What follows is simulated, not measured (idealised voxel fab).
You're looking at the process module voxel trench capacitor.
Cross-section cut: width 275 nm, square cells of 5 nm.
Cross-section format: a grid of square cells, given as bands from top to bottom; each band is one or more rows of cells. A band entry consists of two parts. The first gives the height of the band's top and the height of its bottom, in nm. The rest lists the band's materials from left to right, each with its width in nm. A single material labelled with the word "everywhere" fills the band from edge to edge, and the word "blank" marks empty space. Convention: height 0 is the level below which the wafer, as received, is all one material. The lowest band does not terminate at the bottom but continues downward, represented as "0 -> down". You'd read "30..40" like this: the band's top row of cells is as wide as the first number, its bottom row is as wide as the second, and going down, every row changes width by the same amount as the row before did. No cell of the cross-section changed in a step that is given as "left unchanged". Any empty space of 8 cells or more lacking an open way to the top shows up in "Sealed-off cavities" as width x height at distance, distance from the left edge, in nm. Formally, on a step line, whatever follows the settings is a remark that the simulator itself makes on the step. overlay nm: on a step with a mask, how far right of its planned place the mask lay; negative means left.
-- Below is the list of planned process steps
| 1 | RECEIVE | material Si |
| 2 | CONFORMAL_DEP | material SiN | thk nm 10 |
| 3 | PATTERN | tone open | mask id TRENCH | material resist | width nm 15 | pitch nm 50 | thk nm 15 | overlay nm 0 |
| 4 | DIRECTIONAL_ETCH | etch materials SiN | depth nm 10 |
| 5 | DIRECTIONAL_ETCH | etch materials Si | depth nm 30 |
| 6 | STRIP | etch materials resist |
| 7 | CONFORMAL_DEP | material Al2O3 | thk nm 5 |
| 8 | FILL_DEP | material polySi | thk nm 10 |
| 9 | CMP | height nm 10 |
What sets these wafers apart? The width nm at step 3. They all start alike, and the plan carries the first wafer's value.
-- This is how the first of several wafers looked in cross-section when it arrived, which is after step 1
* 0 -> down = Si everywhere
* Sealed-off cavities: none
-- First wafer of several, cross-section, module end, after step 9 (last)
* 10 -> 0 = 105 of SiN / 5 of Al2O3 / 5 of polySi / 5 of Al2O3 / 35 of SiN / 5 of Al2O3 / 5 of polySi / 5 of Al2O3 / 105 of SiN
* 0 -> -25 = 105 of Si / 5 of Al2O3 / 5 of polySi / 5 of Al2O3 / 35 of Si / 5 of Al2O3 / 5 of polySi / 5 of Al2O3 / 105 of Si
* -25 -> -30 = 105 of Si / 15 of Al2O3 / 35 of Si / 15 of Al2O3 / 105 of Si
* -30 -> down = Si everywhere
* Sealed-off cavities: none
-- End of module, last wafer sectioned
* 10 -> 0 = 95 of SiN / 5 of Al2O3 / 25 of polySi / 5 of Al2O3 / 15 of SiN / 5 of Al2O3 / 25 of polySi / 5 of Al2O3 / 95 of SiN
* 0 -> -25 = 95 of Si / 5 of Al2O3 / 25 of polySi / 5 of Al2O3 / 15 of Si / 5 of Al2O3 / 25 of polySi / 5 of Al2O3 / 95 of Si
* -25 -> -30 = 95 of Si / 35 of Al2O3 / 15 of Si / 35 of Al2O3 / 95 of Si
* -30 -> down = Si everywhere
* Sealed-off cavities: none
-- Tabulated below, wafer by wafer, are the end-of-module results: for each material, the number of cells gained (+) or lost (-) relative to the as-received state, followed by the closed voids
width nm 15, +34 Al2O3, -36 Si, +98 SiN, +14 polySi, Sealed-off cavities: none
width nm 20, +36 Al2O3, -48 Si, +94 SiN, +28 polySi, Sealed-off cavities: none
width nm 25, +38 Al2O3, -60 Si, +90 SiN, +42 polySi, Sealed-off cavities: none
width nm 30, +40 Al2O3, -72 Si, +86 SiN, +56 polySi, Sealed-off cavities: none
width nm 35, +42 Al2O3, -84 Si, +82 SiN, +70 polySi, Sealed-off cavities: none
